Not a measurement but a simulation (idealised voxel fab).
You're looking at the process module voxel gate over fins.
The cross-section shown here is cut; it is 275 nm wide and divided into square cells measuring 5 nm on a side.
A cross-section in this document is a grid of square cells, and it is written down as bands, the top band listed before the ones below it; a band is made up of one or more rows of cells. Band entry format. Leading values: height of top, height of bottom, nm. Remainder: materials in left-to-right order, each with its width in nm. Special words: "throughout" on a single material, which then fills the band edge to edge; "blank", empty space. Heights are expressed relative to 0, this being the level below which the as-received wafer comprises one material exclusively. The lowest band is unbounded in the downward direction and is denoted as in "from 0 down". Note: "30->40" means the width goes from the first number (top row of the band) to the second number (bottom row) in equal steps per row of cells. For the purposes of this document, the phrase "nothing changed" attached to a step denotes that no cell within the cross-section was modified by that step. Under "Tabulated closed voids" you'll find the enclosed gaps, the ones with no way out to the top, that are 8 cells or bigger; each reads width x height at distance, with distance counted from the left edge, everything in nm. Post-settings text on a step line: simulator's own remark regarding the step. overlay nm, on a step with a mask: how far to the right of its planned place the mask lay; to the left if negative.
## Below is the list of planned process steps
step 1: RECEIVE with material Si
step 2: CONFORMAL_DEP with material SiN, thk nm 5
step 3: PATTERN with tone cover, mask id FINS, material resist, width nm 15, pitch nm 55, thk nm 15, overlay nm 0
step 4: DIRECTIONAL_ETCH with etch materials SiN, depth nm 5
step 5: DIRECTIONAL_ETCH with etch materials Si, depth nm 30
step 6: STRIP with etch materials resist
step 7: FILL_DEP with material SiO2, thk nm 10
step 8: CMP with height nm 5
step 9: MASKED_ETCH with tone open, mask id RAIL, width nm 15, etch materials SiO2, depth nm 30, overlay nm 0
step 10: CONFORMAL_DEP with material TiN, thk nm 5
step 11: FILL_DEP with material W, thk nm 5
step 12: CMP with height nm 5
step 13: SELECTIVE_ETCH with etch materials W Ru TiN, depth nm 20
step 14: FILL_DEP with material SiO2, thk nm 5
step 15: CMP with height nm 5
step 16: SELECTIVE_ETCH with etch materials SiO2, depth nm 15
step 17: STRIP with etch materials SiN
step 18: CONFORMAL_DEP with material HfO2, thk nm 5
step 19: CONFORMAL_DEP with material TiN, thk nm 5
step 20: CONFORMAL_DEP with material TiAl, thk nm 5
step 21: CONFORMAL_DEP with material TiN, thk nm 5
step 22: FILL_DEP with material W, thk nm 15
step 23: CMP with height nm 30
step 24: CONFORMAL_DEP with material SiN, thk nm 10
## Wafer as received: cross-section following step 1
- from 0 down = Si throughout
- Tabulated closed voids: none
## Cross-sectional view of the first of the two wafers upon completion of the module, processed in accordance with the plan
- from 40 to 30 = SiN throughout
- from 30 to 20 = W throughout
- from 20 to 15 = W 80; TiN 110; W 85
- from 15 to 10 = W 80; TiN 5; TiAl 45; TiN 10; TiAl 45; TiN 5; W 85
- from 10 to 5 = TiN 85; TiAl 5; TiN 35; TiAl 5; TiN 10; TiAl 5; TiN 35; TiAl 5; TiN 90
- from 5 to 0 = TiAl 90; TiN 5; HfO2 25; TiN 5; TiAl 20; TiN 5; HfO2 25; TiN 5; TiAl 95
- from 0 to -5 = TiN 95; HfO2 5; Si 15; HfO2 5; TiN 30; HfO2 5; Si 15; HfO2 5; TiN 100
- from -5 to -10 = HfO2 100; Si 15; HfO2 40; Si 15; HfO2 105
- from -10 to -15 = SiO2 100; Si 15; SiO2 40; Si 15; SiO2 105
- from -15 to -20 = SiO2 100; Si 15; SiO2 10; TiN 5; W 5; TiN 5; SiO2 15; Si 15; SiO2 105
- from -20 to -25 = SiO2 100; Si 15; SiO2 10; TiN 15; SiO2 15; Si 15; SiO2 105
- from -25 to -30 = SiO2 100; Si 15; SiO2 40; Si 15; SiO2 105
- from -30 down = Si throughout
- Tabulated closed voids: none
## Here is the second of the two wafers cut open at the end of the module - same start, same plan as the first one, but we made one mistake running it
- from 40 to 30 = SiN throughout
- from 30 to 20 = W throughout
- from 20 to 15 = W 80; TiN 110; W 85
- from 15 to 10 = W 80; TiN 5; TiAl 45; TiN 10; TiAl 45; TiN 5; W 85
- from 10 to 5 = TiN 85; TiAl 5; TiN 35; TiAl 5; TiN 10; TiAl 5; TiN 35; TiAl 5; TiN 90
- from 5 to 0 = TiAl 90; TiN 5; HfO2 25; TiN 5; TiAl 20; TiN 5; HfO2 25; TiN 5; TiAl 95
- from 0 to -5 = TiN 95; HfO2 5; Si 15; HfO2 5; TiN 30; HfO2 5; Si 15; HfO2 5; TiN 100
- from -5 to -10 = HfO2 100; Si 15; HfO2 40; Si 15; HfO2 105
- from -10 to -15 = SiO2 100; Si 15; SiO2 40; Si 15; SiO2 105
- from -15 to -20 = SiO2 100; Si 15; SiO2 10; TiN 5; W 5; TiN 5; SiO2 15; Si 15; SiO2 105
- from -20 to -25 = SiO2 100; Si 15; SiO2 10; TiN 15; SiO2 15; Si 15; SiO2 105
- from -25 to -60 = SiO2 100; Si 15; SiO2 40; Si 15; SiO2 105
- from -60 down = Si throughout
- Tabulated closed voids: none
What went wrong in running the wafer? heads up, step 5 of the plan got done twice
Per the end-of-run cell counts, the second wafer holds more or fewer of some materials than the first: Si -294, SiO2 +294
